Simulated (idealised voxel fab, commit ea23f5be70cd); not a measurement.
The name of this process module is voxel capacitor over wiring.
The cross-section shown here is cut; it is 300 nm wide and divided into square cells measuring 5 nm on a side.
Format of a cross-section: grid, square cells. Given as bands. Order: top down. Band: one or more rows of cells.
Band: top and bottom heights (nm) first, top before bottom; then materials from left to right, widths in nm. "throughout" marks a sole material filling the band edge to edge. "empty" denotes empty space.
Measure heights from 0. That's the level where, below it, the as-received wafer is all one material. The lowest band is bottomless and extends downward; write it as in "0 and below".
Note: "30..40" means the width goes from the first number (top row of the band) to the second number (bottom row) in equal steps per row of cells.
For the purposes of this document, the phrase "no modifications" attached to a step denotes that no cell within the cross-section was modified by that step.
Any empty space of 8 cells or more lacking an open way to the top shows up in "Closed cavities" as width x height at distance, distance from the left edge, in nm.
Anything after a step's settings on that line? It's the simulator's own note about the step.
If you see "overlay nm" on a step's line and that step has a mask, it's telling you how far right of where it was planned the mask ended up; a negative number means it went left instead.
# Planned process steps
step 1: RECEIVE | material Si
step 2: CONFORMAL_DEP | material SiO2 | thk nm 10
step 3: CONFORMAL_DEP | material SiN | thk nm 5
step 4: DIRECTIONAL_DEP | material SiO2 | thk nm 25
step 5: DIRECTIONAL_DEP | material aC | thk nm 10
step 6: PATTERN | tone open | mask id METAL_1 | material resist | width nm 30 | pitch nm 85 | thk nm 30 | overlay nm 0
step 7: DIRECTIONAL_ETCH | etch materials aC | depth nm 10
step 8: STRIP | etch materials resist
step 9: DIRECTIONAL_ETCH | etch materials SiO2 | depth nm 25
step 10: DIRECTIONAL_ETCH | etch materials SiN | depth nm 5
step 11: STRIP | etch materials aC
step 12: CONFORMAL_DEP | material TiN | thk nm 5
step 13: FILL_DEP | material Cu | thk nm 10
step 14: CMP | height nm 40
step 15: CONFORMAL_DEP | material SiCN | thk nm 5
step 16: DIRECTIONAL_DEP | material lowk | thk nm 20
step 17: MASKED_ETCH | tone open | mask id PLUG_1 | width nm 15 | etch materials lowk | depth nm 20 | overlay nm 0
step 18: MASKED_ETCH | tone open | mask id PLUG_1 | width nm 15 | etch materials SiCN | depth nm 5 | overlay nm 0
step 19: EPI | material Ru | thk nm 10
step 20: EPI | material Ru | thk nm 10
step 21: EPI | material Ru | thk nm 5
step 22: DIRECTIONAL_DEP | material TiN | thk nm 10
step 23: DIRECTIONAL_DEP | material SiN | thk nm 5
step 24: DIRECTIONAL_DEP | material TiN | thk nm 5
step 25: MASKED_ETCH | tone cover | mask id UPPER_PLATE | width nm 60 | etch materials TiN | depth nm 5 | overlay nm 0
step 26: MASKED_ETCH | tone cover | mask id UPPER_PLATE | width nm 60 | etch materials SiN | depth nm 5 | overlay nm 0
step 27: PATTERN | tone cover | mask id LOWER_PLATE | material resist | width nm 70 | thk nm 15 | overlay nm 0
step 28: DIRECTIONAL_ETCH | etch materials TiN | depth nm 10
step 29: STRIP | etch materials resist
step 30: FILL_DEP | material SiO2 | thk nm 15
step 31: CMP | height nm 95
step 32: MASKED_ETCH | tone open | mask id PLUG_2 | width nm 15 | etch materials SiO2 | depth nm 10 | overlay nm 0
step 33: CONFORMAL_DEP | material TiN | thk nm 5
step 34: FILL_DEP | material W | thk nm 5
step 35: CMP | height nm 95
step 36: CONFORMAL_DEP | material SiCN | thk nm 5
# First of two wafers: run as planned
# as received, after step 1
  0 and below  Si throughout
  Closed cavities: none
# Cross-sectional representation of the wafer at the conclusion of step 2
  10 down to 0  SiO2 throughout
  Anything lower than 0 is untouched.
# Cross-sectional representation of the wafer at the conclusion of step 3
  15 down to 10  SiN throughout
  Anything lower than 10 is untouched.
# Cross-sectional representation of the wafer at the conclusion of step 4
  40 down to 15  SiO2 throughout
  Anything lower than 15 is untouched.
# Cross-sectional representation of the wafer at the conclusion of step 5
  50 down to 40  aC throughout
  Anything lower than 40 is untouched.
# Cross-sectional representation of the wafer at the conclusion of step 6
  80 down to 50  resist=90 | empty=30 | resist=55 | empty=30 | resist=95
  Anything lower than 50 is untouched.
# Cross-sectional representation of the wafer at the conclusion of step 7
  70 down to 50  resist=90 | empty=30 | resist=55 | empty=30 | resist=95
  50 down to 40  aC=90 | empty=30 | aC=55 | empty=30 | aC=95
  Anything lower than 40 is untouched.
# Cross-sectional representation of the wafer at the conclusion of step 8
  50 down to 40  aC=90 | empty=30 | aC=55 | empty=30 | aC=95
  Anything lower than 40 is untouched.
# Cross-sectional representation of the wafer at the conclusion of step 9
  50 down to 40  aC=90 | empty=30 | aC=55 | empty=30 | aC=95
  40 down to 15  SiO2=90 | empty=30 | SiO2=55 | empty=30 | SiO2=95
  Anything lower than 15 is untouched.
# Cross-sectional representation of the wafer at the conclusion of step 10
  50 down to 40  aC=90 | empty=30 | aC=55 | empty=30 | aC=95
  40 down to 15  SiO2=90 | empty=30 | SiO2=55 | empty=30 | SiO2=95
  15 down to 10  SiN=90 | empty=30 | SiN=55 | empty=30 | SiN=95
  Anything lower than 10 is untouched.
# Cross-sectional representation of the wafer at the conclusion of step 11
  40 down to 15  SiO2=90 | empty=30 | SiO2=55 | empty=30 | SiO2=95
  Anything lower than 15 is untouched.
# Cross-sectional representation of the wafer at the conclusion of step 12
  45 down to 40  TiN=95 | empty=20 | TiN=65 | empty=20 | TiN=100
  40 down to 15  SiO2=90 | TiN=5 | empty=20 | TiN=5 | SiO2=55 | TiN=5 | empty=20 | TiN=5 | SiO2=95
  15 down to 10  SiN=90 | TiN=30 | SiN=55 | TiN=30 | SiN=95
  Anything lower than 10 is untouched.
# Cross-sectional representation of the wafer at the conclusion of step 13
  55 down to 45  Cu throughout
  45 down to 40  TiN=95 | Cu=20 | TiN=65 | Cu=20 | TiN=100
  40 down to 15  SiO2=90 | TiN=5 | Cu=20 | TiN=5 | SiO2=55 | TiN=5 | Cu=20 | TiN=5 | SiO2=95
  Anything lower than 15 is untouched.
# Cross-sectional representation of the wafer at the conclusion of step 14
  40 down to 15  SiO2=90 | TiN=5 | Cu=20 | TiN=5 | SiO2=55 | TiN=5 | Cu=20 | TiN=5 | SiO2=95
  Anything lower than 15 is untouched.
# Cross-sectional representation of the wafer at the conclusion of step 15
  45 down to 40  SiCN throughout
  Anything lower than 40 is untouched.
# Cross-sectional representation of the wafer at the conclusion of step 16
  65 down to 45  lowk throughout
  Anything lower than 45 is untouched.
# Cross-sectional representation of the wafer at the conclusion of step 17
  65 down to 45  lowk=105 | empty=15 | lowk=180
  Anything lower than 45 is untouched.
# Cross-sectional representation of the wafer at the conclusion of step 18
  65 down to 45  lowk=105 | empty=15 | lowk=180
  45 down to 40  SiCN=105 | empty=15 | SiCN=180
  Anything lower than 40 is untouched.
# Cross-sectional representation of the wafer at the conclusion of step 19
  65 down to 50  lowk=105 | empty=15 | lowk=180
  50 down to 45  lowk=105 | Ru=15 | lowk=180
  45 down to 40  SiCN=105 | Ru=15 | SiCN=180
  Anything lower than 40 is untouched.
# Cross-sectional representation of the wafer at the conclusion of step 20
  65 down to 60  lowk=105 | empty=15 | lowk=180
  60 down to 45  lowk=105 | Ru=15 | lowk=180
  Anything lower than 45 is untouched.
# Cross-sectional representation of the wafer at the conclusion of step 21
  65 down to 45  lowk=105 | Ru=15 | lowk=180
  Anything lower than 45 is untouched.
# Cross-sectional representation of the wafer at the conclusion of step 22
  75 down to 65  TiN throughout
  Anything lower than 65 is untouched.
# Cross-sectional representation of the wafer at the conclusion of step 23
  80 down to 75  SiN throughout
  Anything lower than 75 is untouched.
# Cross-sectional representation of the wafer at the conclusion of step 24
  85 down to 80  TiN throughout
  Anything lower than 80 is untouched.
# Cross-sectional representation of the wafer at the conclusion of step 25
  85 down to 80  empty=105 | TiN=60 | empty=135
  Anything lower than 80 is untouched.
# Cross-sectional representation of the wafer at the conclusion of step 26
  85 down to 80  empty=105 | TiN=60 | empty=135
  80 down to 75  empty=105 | SiN=60 | empty=135
  Anything lower than 75 is untouched.
# Cross-sectional representation of the wafer at the conclusion of step 27
  100 down to 85  empty=100 | resist=70 | empty=130
  85 down to 80  empty=100 | resist=5 | TiN=60 | resist=5 | empty=130
  80 down to 75  empty=100 | resist=5 | SiN=60 | resist=5 | empty=130
  Anything lower than 75 is untouched.
# Cross-sectional representation of the wafer at the conclusion of step 28
  100 down to 85  empty=100 | resist=70 | empty=130
  85 down to 80  empty=100 | resist=5 | TiN=60 | resist=5 | empty=130
  80 down to 75  empty=100 | resist=5 | SiN=60 | resist=5 | empty=130
  75 down to 65  empty=100 | TiN=70 | empty=130
  Anything lower than 65 is untouched.
# Cross-sectional representation of the wafer at the conclusion of step 29
  85 down to 80  empty=105 | TiN=60 | empty=135
  80 down to 75  empty=105 | SiN=60 | empty=135
  Anything lower than 75 is untouched.
# Cross-sectional representation of the wafer at the conclusion of step 30
  100 down to 85  SiO2 throughout
  85 down to 80  SiO2=105 | TiN=60 | SiO2=135
  80 down to 75  SiO2=105 | SiN=60 | SiO2=135
  75 down to 65  SiO2=100 | TiN=70 | SiO2=130
  Anything lower than 65 is untouched.
# Cross-sectional representation of the wafer at the conclusion of step 31
  95 down to 85  SiO2 throughout
  Anything lower than 85 is untouched.
# Cross-sectional representation of the wafer at the conclusion of step 32
  95 down to 85  SiO2=115 | empty=15 | SiO2=170
  Anything lower than 85 is untouched.
# Cross-sectional representation of the wafer at the conclusion of step 33
  100 down to 95  TiN=120 | empty=5 | TiN=175
  95 down to 90  SiO2=115 | TiN=5 | empty=5 | TiN=5 | SiO2=170
  90 down to 80  SiO2=115..105 | TiN=15..60 | SiO2=170..135
  Anything lower than 80 is untouched.
# Cross-sectional representation of the wafer at the conclusion of step 34
  105 down to 100  W throughout
  100 down to 95  TiN=120 | W=5 | TiN=175
  95 down to 90  SiO2=115 | TiN=5 | W=5 | TiN=5 | SiO2=170
  Anything lower than 90 is untouched.
# Cross-sectional representation of the wafer at the conclusion of step 35
  95 down to 90  SiO2=115 | TiN=5 | W=5 | TiN=5 | SiO2=170
  Anything lower than 90 is untouched.
# Cross-sectional representation of the wafer at the conclusion of step 36
  100 down to 95  SiCN throughout
  Anything lower than 95 is untouched.
# It is to be noted that the second wafer proceeded from the same initial state and according to the same plan as the first, although one mistake was committed in its execution; through step 34, inclusive, the two wafers share an identical history
# The second wafer in cross-section, at the planned close of step 35
  85 down to 80  SiO2=105 | TiN=60 | SiO2=135
  Anything lower than 80 is untouched.
# The second wafer in cross-section, at the planned close of step 36
  90 down to 85  SiCN throughout
  Anything lower than 85 is untouched.
In executing the process, a mistake was made relative to the plan: rather than as planned, step 35 actually ran as CMP | height nm 85
Upon completion, the second wafer contains, in terms of cells, a greater or smaller amount of certain materials than the first wafer: -114 SiO2, -5 TiN, -1 W
